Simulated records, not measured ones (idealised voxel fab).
voxel quadruple lines: a process module
180 nm wide, 5 nm square cells: that's cross-section cut.
Cross-section layout: square cells on a grid; listed as bands, top to bottom; a band spans one or more cell rows.
Look at the band entry: it leads with the top's height and the bottom's height in nm. Then it lists the materials left to right, with a width in nm for each. The word "everywhere" on a single material says that material fills the band edge to edge. The word "air" is empty space.
Below 0: as-received wafer, all one material; heights counted from there. Lowest band: no bottom, goes on down, written "0 down".
Read "30->40" as a graded width: first number on top, second number at the bottom, same change between each pair of neighbouring rows.
For the purposes of this document, the phrase "everything unchanged" attached to a step denotes that no cell within the cross-section was modified by that step.
If an empty space has no open way to the top and is at least 8 cells in size, "Sealed-off cavities" lists it, written width x height at distance, where distance is measured from the left edge and every value is in nm.
Formally, on a step line, whatever follows the settings is a remark that the simulator itself makes on the step.
"overlay nm" denotes, for a step that has a mask, the displacement of the mask to the right of its planned place, with negative values corresponding to the left.

List of planned process steps
- 1: RECEIVE,material Si
- 2: CONFORMAL_DEP,material Al2O3,thk nm 5
- 3: DIRECTIONAL_DEP,material TiN,thk nm 10
- 4: DIRECTIONAL_DEP,material polySi,thk nm 15
- 5: DIRECTIONAL_DEP,material aC,thk nm 25
- 6: PATTERN,tone cover,mask id MANDREL,material resist,width nm 25,thk nm 35,overlay nm 0
- 7: DIRECTIONAL_ETCH,etch materials aC,depth nm 25
- 8: STRIP,etch materials resist
- 9: CONFORMAL_DEP,material SiO2,thk nm 15
- 10: DIRECTIONAL_ETCH,etch materials SiO2,depth nm 15
- 11: STRIP,etch materials aC
- 12: DIRECTIONAL_ETCH,etch materials polySi,depth nm 15
- 13: STRIP,etch materials SiO2
- 14: CONFORMAL_DEP,material SiCN,thk nm 5
- 15: DIRECTIONAL_ETCH,etch materials SiCN,depth nm 5
- 16: STRIP,etch materials polySi
- 17: DIRECTIONAL_ETCH,etch materials TiN,depth nm 10
- 18: STRIP,etch materials SiCN

Wafer as received: cross-section following step 1
- 0 down = Si everywhere
- Sealed-off cavities: none

Same starting wafer, same plan as above, one mistake in the execution; this is the cross-section at the end of the module
- 40 to 15 = aC everywhere
- 15 to 5 = TiN everywhere
- 5 to 0 = Al2O3 everywhere
- 0 down = Si everywhere
- Sealed-off cavities: none
Plan not followed: swap of plan steps 4 and 5 during execution
